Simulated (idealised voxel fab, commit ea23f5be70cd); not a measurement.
The following process module bears the name voxel transistor to metal.
Xsec cut, 295 nm wide, square cell size 5 nm.
How to read a cross-section here: the picture is a grid of square cells, written as bands going from the top down, and any band can span one or more rows of cells.
Top, bottom (nm), then materials left to right with widths (nm); lone material tagged "throughout" fills the whole band edge to edge; "empty" = empty space.
Height is counted from the level 0, under which the received wafer is composed throughout of one material. The lowest of the bands is not closed at the bottom but continues downward, in the notation "0 down".
Note: "30 to 40" means the width goes from the first number (top row of the band) to the second number (bottom row) in equal steps per row of cells.
Basically "stayed the same" means that step didn't change any cell in the cross-section.
If an empty space has no open way to the top and is at least 8 cells in size, "Closed void entries" lists it, written width x height at distance, where distance is measured from the left edge and every value is in nm.
after a step's settings: what the simulator itself notes on the step
overlay nm: mask right of planned place by this much (step with mask). Neg. = left.
The steps planned for the process are as follows
1) RECEIVE (material Si)
2) OXIDIZE (depth nm 5)
3) CONFORMAL_DEP (material SiN; thk nm 10)
4) MASKED_ETCH (tone cover; mask id ACTIVE; width nm 90; pitch nm 110; etch materials SiN; depth nm 10; overlay nm 0)
5) MASKED_ETCH (tone cover; mask id ACTIVE; width nm 90; pitch nm 110; etch materials SiO2; depth nm 5; overlay nm 0)
6) MASKED_ETCH (tone cover; mask id ACTIVE; width nm 90; pitch nm 110; etch materials Si; depth nm 25; overlay nm 0)
7) FILL_DEP (material SiO2; thk nm 15)
8) CMP (height nm 10)
9) SELECTIVE_ETCH (etch materials SiO2; depth nm 10)
10) STRIP (etch materials SiN)
11) SELECTIVE_ETCH (etch materials SiO2; depth nm 5)
12) OXIDIZE (depth nm 5)
13) DIRECTIONAL_DEP (material polySi; thk nm 25)
14) DIRECTIONAL_DEP (material SiCN; thk nm 10)
15) MASKED_ETCH (tone cover; mask id GATE; width nm 20; pitch nm 110; etch materials SiCN; depth nm 20; overlay nm 0)
16) MASKED_ETCH (tone cover; mask id GATE; width nm 20; pitch nm 110; etch materials polySi; depth nm 35; overlay nm 0)
17) CONFORMAL_DEP (material SiO2; thk nm 5)
18) DIRECTIONAL_ETCH (etch materials SiO2; depth nm 5)
19) CONFORMAL_DEP (material SiN; thk nm 10)
20) DIRECTIONAL_ETCH (etch materials SiN; depth nm 10)
21) DIRECTIONAL_ETCH (etch materials SiO2; depth nm 5)
22) DIRECTIONAL_ETCH (etch materials Si; depth nm 5)
23) EPI (material SiGe; thk nm 10)
24) FILL_DEP (material SiO2; thk nm 5)
25) CMP (height nm 30)
26) DIRECTIONAL_DEP (material SiO2; thk nm 10)
27) PATTERN (tone open; mask id CONTACT; material resist; width nm 15; thk nm 20; overlay nm 0)
28) DIRECTIONAL_ETCH (etch materials SiO2; depth nm 45)
29) STRIP (etch materials resist)
30) CONFORMAL_DEP (material TiN; thk nm 5)
31) FILL_DEP (material W; thk nm 5)
32) CMP (height nm 40)
33) DIRECTIONAL_DEP (material TiN; thk nm 5)
34) DIRECTIONAL_DEP (material Ru; thk nm 25)
35) MASKED_ETCH (tone cover; mask id METAL_1; width nm 15; etch materials Ru; depth nm 25; overlay nm 0)
36) MASKED_ETCH (tone cover; mask id METAL_1; width nm 15; etch materials TiN; depth nm 5; overlay nm 0)
37) FILL_DEP (material SiO2; thk nm 5)
38) CMP (height nm 70)
39) CONFORMAL_DEP (material SiCN; thk nm 5)
40) DIRECTIONAL_DEP (material SiO2; thk nm 30)
41) DIRECTIONAL_DEP (material aC; thk nm 10)
42) PATTERN (tone open; mask id METAL_2; material resist; width nm 15; pitch nm 110; thk nm 25; overlay nm 0)
43) DIRECTIONAL_ETCH (etch materials aC; depth nm 10)
44) STRIP (etch materials resist)
45) DIRECTIONAL_ETCH (etch materials SiO2; depth nm 15)
46) STRIP (etch materials aC)
47) MASKED_ETCH (tone open; mask id METAL_2_HOLES; width nm 15; pitch nm 110; etch materials SiO2; depth nm 15; overlay nm 0)
48) MASKED_ETCH (tone open; mask id METAL_2_HOLES; width nm 15; pitch nm 110; etch materials SiCN; depth nm 5; overlay nm 0)
49) CONFORMAL_DEP (material TiN; thk nm 5)
50) FILL_DEP (material Ru; thk nm 10)
51) CMP (height nm 105)
52) CONFORMAL_DEP (material SiN; thk nm 5)
Incoming wafer, cross-sectional view, post step 1
  0 down = Si throughout
  Closed void entries: none
This is how the wafer looks in cross-section once the module is done, given the starting state and plan above and one mistake in carrying the plan out
  110 to 105 = SiN throughout
  105 to 75 = SiO2=50, then TiN=5, then Ru=5, then TiN=5, then SiO2=95, then TiN=5, then Ru=5, then TiN=5, then SiO2=120
  75 to 70 = SiCN=50, then TiN=15, then SiCN=95, then TiN=15, then SiCN=120
  70 to 45 = SiO2=50, then Ru=15, then SiO2=50, then Ru=15, then SiO2=30, then Ru=15, then SiO2=50, then Ru=15, then SiO2=55
  45 to 40 = SiO2=50, then TiN=15, then SiO2=50, then TiN=15, then SiO2=30, then TiN=15, then SiO2=50, then TiN=15, then SiO2=55
  40 to 30 = SiO2=50, then TiN=5, then W=5, then TiN=5, then SiO2=50, then TiN=5, then W=5, then TiN=5, then SiO2=30, then TiN=5, then W=5, then TiN=5, then SiO2=50, then TiN=5, then W=5, then TiN=5, then SiO2=55
  30 to 20 = SiO2=50, then TiN=5, then W=5, then TiN=5, then SiN=10, then SiO2=5, then SiCN=20, then SiO2=5, then SiN=10, then TiN=5, then W=5, then TiN=5, then SiO2=30, then TiN=5, then W=5, then TiN=5, then SiN=10, then SiO2=5, then SiCN=20, then SiO2=5, then SiN=10, then TiN=5, then W=5, then TiN=5, then SiO2=55
  20 to 5 = SiO2=50, then TiN=5, then W=5, then TiN=5, then SiN=10, then SiO2=5, then polySi=20, then SiO2=5, then SiN=10, then TiN=5, then W=5, then TiN=5, then SiO2=30, then TiN=5, then W=5, then TiN=5, then SiN=10, then SiO2=5, then polySi=20, then SiO2=5, then SiN=10, then TiN=5, then W=5, then TiN=5, then SiO2=55
  5 to 0 = SiO2=50, then TiN=15, then SiN=10, then SiO2=5, then polySi=20, then SiO2=5, then SiN=10, then TiN=15, then SiO2=30, then TiN=15, then SiN=10, then SiO2=5, then polySi=20, then SiO2=5, then SiN=10, then TiN=15, then SiO2=55
  0 to -5 = SiO2=50, then TiN=5, then SiGe=10, then SiN=10, then SiO2=5, then polySi=20, then SiO2=5, then SiN=10, then SiGe=10, then TiN=5, then SiO2=30, then TiN=5, then SiGe=10, then SiN=10, then SiO2=5, then polySi=20, then SiO2=5, then SiN=10, then SiGe=10, then TiN=5, then SiO2=55
  -5 to -10 = SiO2=40, then SiGe=25, then SiO2=50, then SiGe=25, then SiO2=10, then SiGe=25, then SiO2=50, then SiGe=25, then SiO2=45
  -10 to -15 = SiO2=45, then SiGe=20, then Si=50, then SiGe=20, then SiO2=20, then SiGe=20, then Si=50, then SiGe=20, then SiO2=50
  -15 to -40 = SiO2=45, then Si=90, then SiO2=20, then Si=90, then SiO2=50
  -40 down = Si throughout
  Closed void entries: none
what went wrong: step 6 ran differently from the plan; actual operation with settings: MASKED_ETCH (tone cover; mask id ACTIVE; width nm 90; pitch nm 110; etch materials Si; depth nm 35; overlay nm 0)
